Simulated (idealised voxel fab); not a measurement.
Process module heading - voxel transistor to metal
The cross-section on display is named cut; it measures 180 nm wide, and its cells are 5 nm squares.
Bands, listed from the top down, are how a cross-section gets written in this document; the cross-section itself is a grid of square cells, and a band is one or more rows of them.
Top, bottom (nm), then materials left to right with widths (nm); lone material tagged "throughout" fills the whole band edge to edge; "air" = empty space.
Heights are expressed relative to 0, this being the level below which the as-received wafer comprises one material exclusively. The lowest band is unbounded in the downward direction and is denoted as in "z 0 and below".
So if you see something like "30..40" for the width, read it as the top row of the band sitting at the first number and the bottom row at the second, with every row in between moving by the same amount as the last.
Any step labelled "nothing got changed" changed none of the cells in the cross-section.
Empty spaces counting at least 8 cells and having no open way to the top are listed in "Trapped voids". The notation width x height at distance is used for each, the distance being from the left edge and all three values in nm.
Text after the settings on a step's line: the simulator's own remark on that step.
Among the settings permitted on a step's line is "overlay nm"; applied to a step with a mask, it specifies the extent to which the mask lay to the right of its planned position, whereas a negative figure signifies a position to the left.

Listed below are the process steps as planned
step 1: RECEIVE (material Si)
step 2: CONFORMAL_DEP (material SiO2; thk nm 5)
step 3: CONFORMAL_DEP (material SiN; thk nm 15)
step 4: MASKED_ETCH (tone cover; mask id ACTIVE; width nm 100; etch materials SiN; depth nm 15; overlay nm 0)
step 5: MASKED_ETCH (tone cover; mask id ACTIVE; width nm 100; etch materials SiO2; depth nm 5; overlay nm 0)
step 6: MASKED_ETCH (tone cover; mask id ACTIVE; width nm 100; etch materials Si; depth nm 20; overlay nm 0)
step 7: OXIDIZE (depth nm 5)
step 8: FILL_DEP (material SiO2; thk nm 10)
step 9: CMP (height nm 20)
step 10: SELECTIVE_ETCH (etch materials SiO2; depth nm 10)
step 11: STRIP (etch materials SiN)
step 12: SELECTIVE_ETCH (etch materials SiO2; depth nm 5)
step 13: OXIDIZE (depth nm 5)
step 14: DIRECTIONAL_DEP (material polySi; thk nm 25)
step 15: DIRECTIONAL_DEP (material SiCN; thk nm 10)
step 16: DIRECTIONAL_DEP (material aC; thk nm 10)
step 17: PATTERN (tone cover; mask id GATE; material resist; width nm 20; thk nm 30; overlay nm 0)
step 18: DIRECTIONAL_ETCH (etch materials aC; depth nm 10)
step 19: STRIP (etch materials resist)
step 20: DIRECTIONAL_ETCH (etch materials SiCN; depth nm 20)
step 21: DIRECTIONAL_ETCH (etch materials polySi; depth nm 35)
step 22: STRIP (etch materials aC)
step 23: CONFORMAL_DEP (material SiN; thk nm 10)
step 24: DIRECTIONAL_ETCH (etch materials SiN; depth nm 10)
step 25: DIRECTIONAL_ETCH (etch materials SiO2; depth nm 5)
step 26: DIRECTIONAL_ETCH (etch materials Si; depth nm 10)
step 27: EPI (material nSi; thk nm 10)
step 28: FILL_DEP (material SiO2; thk nm 5)
step 29: CMP (height nm 35)
step 30: DIRECTIONAL_DEP (material SiO2; thk nm 15)
step 31: MASKED_ETCH (tone open; mask id CONTACT; width nm 20; pitch nm 70; etch materials SiO2; depth nm 55; overlay nm 0)
step 32: CONFORMAL_DEP (material TiN; thk nm 5)
step 33: FILL_DEP (material W; thk nm 5)
step 34: CMP (height nm 50)
step 35: DIRECTIONAL_DEP (material TiN; thk nm 5)
step 36: DIRECTIONAL_DEP (material Ru; thk nm 20)
step 37: MASKED_ETCH (tone cover; mask id METAL_1; width nm 20; pitch nm 70; etch materials Ru; depth nm 20; overlay nm 0)
step 38: MASKED_ETCH (tone cover; mask id METAL_1; width nm 20; pitch nm 70; etch materials TiN; depth nm 5; overlay nm 0)
step 39: FILL_DEP (material lowk; thk nm 10)
step 40: CMP (height nm 75)
step 41: CONFORMAL_DEP (material SiCN; thk nm 5)
step 42: DIRECTIONAL_DEP (material lowk; thk nm 30)
step 43: DIRECTIONAL_DEP (material aC; thk nm 10)
step 44: PATTERN (tone open; mask id METAL_2_HOLES; material resist; width nm 15; pitch nm 70; thk nm 30; overlay nm 0)
step 45: DIRECTIONAL_ETCH (etch materials aC; depth nm 10)
step 46: STRIP (etch materials resist)
step 47: DIRECTIONAL_ETCH (etch materials lowk; depth nm 30)
step 48: STRIP (etch materials aC)
step 49: PATTERN (tone open; mask id METAL_2; material resist; width nm 20; pitch nm 70; thk nm 20; overlay nm 0)
step 50: DIRECTIONAL_ETCH (etch materials lowk; depth nm 15)
step 51: DIRECTIONAL_ETCH (etch materials SiCN; depth nm 5)
step 52: STRIP (etch materials resist)
step 53: CONFORMAL_DEP (material TiN; thk nm 5)
step 54: FILL_DEP (material Ru; thk nm 5)
step 55: CMP (height nm 110)
step 56: CONFORMAL_DEP (material SiN; thk nm 5)

So this is the incoming wafer in cross-section - it's already been through step 1
* z 0 and below  Si throughout
* Trapped voids: none

Same starting wafer, same plan as above, one mistake in the execution; this is the cross-section at the end of the module
* z 115 to 110  SiN throughout
* z 110 to 100  lowk: 45 | TiN: 5 | Ru: 10 | TiN: 5 | lowk: 50 | TiN: 5 | Ru: 10 | TiN: 5 | lowk: 45
* z 100 to 95  lowk: 45 | TiN: 5 | Ru: 5 | TiN: 10 | lowk: 50 | TiN: 5 | Ru: 5 | TiN: 10 | lowk: 45
* z 95 to 80  lowk: 45 | TiN: 5 | Ru: 5 | TiN: 5 | lowk: 55 | TiN: 5 | Ru: 5 | TiN: 5 | lowk: 50
* z 80 to 75  SiCN: 45 | TiN: 15 | SiCN: 55 | TiN: 15 | SiCN: 50
* z 75 to 55  lowk: 45 | Ru: 20 | lowk: 50 | Ru: 20 | lowk: 45
* z 55 to 50  lowk: 40 | TiN: 30 | lowk: 40 | TiN: 30 | lowk: 40
* z 50 to 35  SiO2: 45 | TiN: 5 | W: 10 | TiN: 5 | SiO2: 50 | TiN: 5 | W: 10 | TiN: 5 | SiO2: 45
* z 35 to 25  SiO2: 45 | TiN: 5 | W: 10 | TiN: 5 | SiO2: 5 | SiN: 10 | SiCN: 20 | SiN: 10 | SiO2: 5 | TiN: 5 | W: 10 | TiN: 5 | SiO2: 45
* z 25 to 10  SiO2: 45 | TiN: 5 | W: 10 | TiN: 5 | SiO2: 5 | SiN: 10 | polySi: 20 | SiN: 10 | SiO2: 5 | TiN: 5 | W: 10 | TiN: 5 | SiO2: 45
* z 10 to 5  SiO2: 45 | TiN: 5 | W: 5 | TiN: 10 | SiO2: 5 | SiN: 10 | polySi: 20 | SiN: 10 | SiO2: 5 | TiN: 10 | W: 5 | TiN: 5 | SiO2: 45
* z 5 to 0  SiO2: 35 | SiN: 10 | TiN: 5 | W: 5 | TiN: 5 | nSi: 10 | SiN: 10 | polySi: 20 | SiN: 10 | nSi: 10 | TiN: 5 | W: 5 | TiN: 5 | SiN: 10 | SiO2: 35
* z 0 to -5  SiO2: 45 | TiN: 15 | nSi: 10 | SiO2: 40 | nSi: 10 | TiN: 15 | SiO2: 45
* z -5 to -15  SiO2: 45 | nSi: 25 | Si: 40 | nSi: 25 | SiO2: 45
* z -15 to -25  SiO2: 45 | Si: 90 | SiO2: 45
* z -25 and below  Si throughout
* Trapped voids: none
What was done differently from what was planned? step 38 did not happen as planned, as run it was MASKED_ETCH (tone cover; mask id METAL_1; width nm 30; pitch nm 70; etch materials TiN; depth nm 5; overlay nm 0)
